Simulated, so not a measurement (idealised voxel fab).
The document below concerns the process module designated voxel lift off.
Cross-section cut: width 295 nm, square cells of 5 nm.
In what follows, cross-sections appear as grids of square cells, described through bands that run from the top down, where every band is one or more rows of cells.
Read a band's entry like this: the first values are the height of its top and the height of its bottom in nm, and what follows is the sequence of materials from left to right, each with its width in nm. Note that "blank" is empty space, and that a single material marked "full width" reaches across the band from edge to edge.
Convention: height 0 is the level below which the wafer, as received, is all one material. The lowest band does not terminate at the bottom but continues downward, represented as "z 0 and below".
It should be noted that a width expressed as "30->40" varies in equal increments from row to row of cells within the band, taking the value of the first number at the top row and that of the second number at the bottom row.
For the purposes of this document, the phrase "remains unaltered" attached to a step denotes that no cell within the cross-section was modified by that step.
"Unvented cavities" - sealed voids, min. 8 cells, no opening to top; format: width x height at distance (distance from left edge; nm throughout).
Read whatever lies past the settings on a step's line as the simulator's own remark about the step.
overlay nm: on a step with a mask, how far right of its planned place the mask lay; negative means left.

## This section lists the process steps that were planned
step 1: RECEIVE,material Si
step 2: CONFORMAL_DEP,material SiN,thk nm 10
step 3: PATTERN,tone open,mask id LINES,material resist,width nm 15,pitch nm 50,thk nm 30,overlay nm 0
step 4: DIRECTIONAL_DEP,material Ru,thk nm 15
step 5: STRIP,etch materials resist
step 6: CONFORMAL_DEP,material SiN,thk nm 5
It is noted that the wafers described herein are identical at the outset and are distinguished by the width nm of step 3; the value stated in the plan corresponds to the first wafer.

## After step 1, as received: first of several wafers, cross-section
  z 0 and below  Si full width
  Unvented cavities: none

## First wafer of several, cross-section, module end, after step 6 (last)
  z 30 to 25  85 of blank, 25 of SiN, 25 of blank, 25 of SiN, 25 of blank, 25 of SiN, 85 of blank
  z 25 to 15  85 of blank, 5 of SiN, 15 of Ru, 5 of SiN, 25 of blank, 5 of SiN, 15 of Ru, 5 of SiN, 25 of blank, 5 of SiN, 15 of Ru, 5 of SiN, 85 of blank
  z 15 to 10  90 of SiN, 15 of Ru, 35 of SiN, 15 of Ru, 35 of SiN, 15 of Ru, 90 of SiN
  z 10 to 0  SiN full width
  z 0 and below  Si full width
  Unvented cavities: none

## Sectional view of the last wafer upon completion of the module
  z 30 to 25  75 of blank, 45 of SiN, 5 of blank, 45 of SiN, 5 of blank, 45 of SiN, 75 of blank
  z 25 to 15  75 of blank, 5 of SiN, 35 of Ru, 5 of SiN, 5 of blank, 5 of SiN, 35 of Ru, 5 of SiN, 5 of blank, 5 of SiN, 35 of Ru, 5 of SiN, 75 of blank
  z 15 to 10  80 of SiN, 35 of Ru, 15 of SiN, 35 of Ru, 15 of SiN, 35 of Ru, 80 of SiN
  z 10 to 0  SiN full width
  z 0 and below  Si full width
  Unvented cavities: none

## Wafer rows, end of module: cells per material gained (+) or lost (-) since receipt; closed voids last
width nm 15, +27 Ru, +195 SiN, Unvented cavities: none
width nm 20, +36 Ru, +195 SiN, Unvented cavities: none
width nm 25, +45 Ru, +195 SiN, Unvented cavities: none
width nm 30, +54 Ru, +195 SiN, Unvented cavities: none
width nm 35, +63 Ru, +195 SiN, Unvented cavities: none
